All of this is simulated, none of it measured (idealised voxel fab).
process module | voxel transistor to metal
cross-section cut | 185 nm wide | cells 5 nm
A cross-section is a grid of square cells, given in bands from the top down. A band is one or more rows of cells.
Each band's line starts with the height of the band's top and of its bottom, in nm. Then come its materials from left to right, each with its width in nm. One material with "throughout" fills the band from edge to edge. "air" is empty space.
Height 0 is the level under which the wafer as received is all one material. The lowest band goes on downwards, as in "0 down".
A width such as "30 to 40" changes by the same amount from each row of cells to the next, from the band's top row to its bottom row.
"no change" after a step means that no cell of the cross-section changed.
closed voids: empty space of 8 cells or more with no open way to the top, each as width x height at its distance from the left edge, in nm
after a step's settings: what the simulator itself notes on the step
overlay nm, on a step with a mask: how far to the right of its planned place the mask lay; to the left if negative
plan
1 op RECEIVE | material Si
2 op OXIDIZE | depth nm 5
3 op CONFORMAL_DEP | material SiN | thk nm 15
4 op DIRECTIONAL_DEP | material aC | thk nm 10
5 op PATTERN | tone cover | mask id ACTIVE | material resist | width nm 95 | thk nm 30 | overlay nm 0
6 op DIRECTIONAL_ETCH | etch materials aC | depth nm 10
7 op STRIP | etch materials resist
8 op DIRECTIONAL_ETCH | etch materials SiN | depth nm 15
9 op DIRECTIONAL_ETCH | etch materials SiO2 | depth nm 5
10 op DIRECTIONAL_ETCH | etch materials Si | depth nm 35
11 op STRIP | etch materials aC
12 op FILL_DEP | material SiO2 | thk nm 10
13 op CMP | height nm 15
14 op SELECTIVE_ETCH | etch materials SiO2 | depth nm 10
15 op STRIP | etch materials SiN
16 op SELECTIVE_ETCH | etch materials SiO2 | depth nm 5
17 op OXIDIZE | depth nm 5
18 op DIRECTIONAL_DEP | material polySi | thk nm 20
19 op DIRECTIONAL_DEP | material SiCN | thk nm 10
20 op MASKED_ETCH | tone cover | mask id GATE | width nm 25 | etch materials SiCN | depth nm 20 | overlay nm 0
21 op MASKED_ETCH | tone cover | mask id GATE | width nm 25 | etch materials polySi | depth nm 30 | overlay nm 0
22 op CONFORMAL_DEP | material SiN | thk nm 5
23 op DIRECTIONAL_ETCH | etch materials SiN | depth nm 5
24 op DIRECTIONAL_ETCH | etch materials SiO2 | depth nm 5
25 op DIRECTIONAL_ETCH | etch materials Si | depth nm 10
26 op EPI | material pSi | thk nm 10
27 op FILL_DEP | material SiO2 | thk nm 10
28 op CMP | height nm 25
29 op DIRECTIONAL_DEP | material SiO2 | thk nm 10
30 op PATTERN | tone open | mask id CONTACT | material resist | width nm 30 | pitch nm 65 | thk nm 15 | overlay nm 0
31 op DIRECTIONAL_ETCH | etch materials SiO2 | depth nm 45
32 op STRIP | etch materials resist
33 op CONFORMAL_DEP | material TiN | thk nm 5
34 op FILL_DEP | material Ru | thk nm 10
35 op CMP | height nm 35
36 op DIRECTIONAL_DEP | material TiN | thk nm 5
37 op DIRECTIONAL_DEP | material W | thk nm 20
38 op DIRECTIONAL_DEP | material aC | thk nm 15
39 op PATTERN | tone cover | mask id METAL_1 | material resist | width nm 15 | pitch nm 80 | thk nm 35 | overlay nm 0
40 op DIRECTIONAL_ETCH | etch materials aC | depth nm 15
41 op STRIP | etch materials resist
42 op DIRECTIONAL_ETCH | etch materials W | depth nm 20
43 op DIRECTIONAL_ETCH | etch materials TiN | depth nm 5
44 op STRIP | etch materials aC
45 op FILL_DEP | material SiO2 | thk nm 10
46 op CMP | height nm 60
47 op CONFORMAL_DEP | material SiCN | thk nm 5
48 op DIRECTIONAL_DEP | material lowk | thk nm 30
49 op DIRECTIONAL_DEP | material aC | thk nm 10
50 op PATTERN | tone open | mask id METAL_2 | material resist | width nm 15 | pitch nm 80 | thk nm 25 | overlay nm 0
51 op DIRECTIONAL_ETCH | etch materials aC | depth nm 10
52 op STRIP | etch materials resist
53 op DIRECTIONAL_ETCH | etch materials lowk | depth nm 15
54 op STRIP | etch materials aC
55 op DIRECTIONAL_DEP | material aC | thk nm 10
56 op PATTERN | tone open | mask id METAL_2_HOLES | material resist | width nm 15 | pitch nm 80 | thk nm 25 | overlay nm 0
57 op DIRECTIONAL_ETCH | etch materials aC | depth nm 10
58 op STRIP | etch materials resist
59 op DIRECTIONAL_ETCH | etch materials lowk | depth nm 15
60 op DIRECTIONAL_ETCH | etch materials SiCN | depth nm 5
61 op STRIP | etch materials aC
62 op CONFORMAL_DEP | material TiN | thk nm 5
63 op FILL_DEP | material Cu | thk nm 10
64 op CMP | height nm 95
65 op CONFORMAL_DEP | material SiCN | thk nm 5
varied across the wafers: width nm of step 5. The plan shows the first wafer's value. All wafers start alike
first wafer as received, after step 1
  0 down: Si throughout
  closed voids: none
each wafer at the end: cells of each material gained (+) or lost (-) since it was received, then its closed voids
width nm 95 | +12 Cu | +56 Ru | -206 Si | +78 SiCN | +14 SiN | +444 SiO2 | +80 TiN | +24 W | +186 lowk | +32 pSi | +20 polySi | closed voids: none
width nm 100 | +12 Cu | +56 Ru | -202 Si | +78 SiCN | +14 SiN | +438 SiO2 | +80 TiN | +24 W | +186 lowk | +34 pSi | +20 polySi | closed voids: none
width nm 105 | +12 Cu | +56 Ru | -198 Si | +78 SiCN | +14 SiN | +432 SiO2 | +80 TiN | +24 W | +186 lowk | +36 pSi | +20 polySi | closed voids: none
width nm 110 | +12 Cu | +56 Ru | -194 Si | +78 SiCN | +14 SiN | +426 SiO2 | +80 TiN | +24 W | +186 lowk | +38 pSi | +20 polySi | closed voids: none
width nm 115 | +12 Cu | +56 Ru | -190 Si | +78 SiCN | +14 SiN | +420 SiO2 | +80 TiN | +24 W | +186 lowk | +40 pSi | +20 polySi | closed voids: none
width nm 120 | +12 Cu | +56 Ru | -186 Si | +78 SiCN | +14 SiN | +414 SiO2 | +80 TiN | +24 W | +186 lowk | +42 pSi | +20 polySi | closed voids: none
